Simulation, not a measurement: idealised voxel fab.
This is a process module. Its name is voxel trench capacitor.
In the cross-section labelled cut, the width is 185 nm and each square cell is 5 nm.
This document writes a cross-section as a grid whose cells are square, and gives it as bands, listed from the top down; one or more rows of cells form a band.
Heights first: top, then bottom, in nm. Then materials, left to right, each with a width in nm. "everywhere" on a single material: fills the band edge to edge. "empty": empty space.
Ref level 0: as-received wafer is one material below here. Bottom band extends down with no lower bound ("0 and below").
Read "30..40" as a graded width: first number on top, second number at the bottom, same change between each pair of neighbouring rows.
Key: "changes: none" - step with no changed cell in the cross-section.
Any empty space of 8 cells or more lacking an open way to the top shows up in "Internal closed voids" as width x height at distance, distance from the left edge, in nm.
It should be noted that, on the line of a given step, the content following the step's settings is a remark produced by the simulator itself with respect to that step.
Among the settings permitted on a step's line is "overlay nm"; applied to a step with a mask, it specifies the extent to which the mask lay to the right of its planned position, whereas a negative figure signifies a position to the left.

### The steps planned for the process are as follows
1: RECEIVE [material Si]
2: CONFORMAL_DEP [material SiN] [thk nm 5]
3: PATTERN [tone open] [mask id TRENCH] [material resist] [width nm 30] [pitch nm 50] [thk nm 20] [overlay nm 0]
4: DIRECTIONAL_ETCH [etch materials SiN] [depth nm 5]
5: DIRECTIONAL_ETCH [etch materials Si] [depth nm 25]
6: STRIP [etch materials resist]
7: CONFORMAL_DEP [material Al2O3] [thk nm 5]
8: CONFORMAL_DEP [material TiN] [thk nm 5]
9: FILL_DEP [material W] [thk nm 10]
10: CMP [height nm 5]

### Step 1 complete: cross-section of the wafer as received
  0 and below  Si everywhere
  Internal closed voids: none

### The module was run from the start shown above using the plan shown above, but one mistake was made doing it; the resulting wafer cross-section is below
  5 down to 0  SiN 25, then Al2O3 5, then SiN 5, then W 10, then SiN 5, then Al2O3 5, then SiN 20, then Al2O3 5, then SiN 5, then W 10, then SiN 5, then Al2O3 5, then SiN 20, then Al2O3 5, then SiN 5, then W 10, then SiN 5, then Al2O3 5, then SiN 30
  0 down to -15  Si 25, then Al2O3 5, then SiN 5, then W 10, then SiN 5, then Al2O3 5, then Si 20, then Al2O3 5, then SiN 5, then W 10, then SiN 5, then Al2O3 5, then Si 20, then Al2O3 5, then SiN 5, then W 10, then SiN 5, then Al2O3 5, then Si 30
  -15 down to -20  Si 25, then Al2O3 5, then SiN 20, then Al2O3 5, then Si 20, then Al2O3 5, then SiN 20, then Al2O3 5, then Si 20, then Al2O3 5, then SiN 20, then Al2O3 5, then Si 30
  -20 down to -25  Si 25, then Al2O3 30, then Si 20, then Al2O3 30, then Si 20, then Al2O3 30, then Si 30
  -25 and below  Si everywhere
  Internal closed voids: none
Plan not followed: step 8 was not run as planned; what actually ran was CONFORMAL_DEP [material SiN] [thk nm 5]
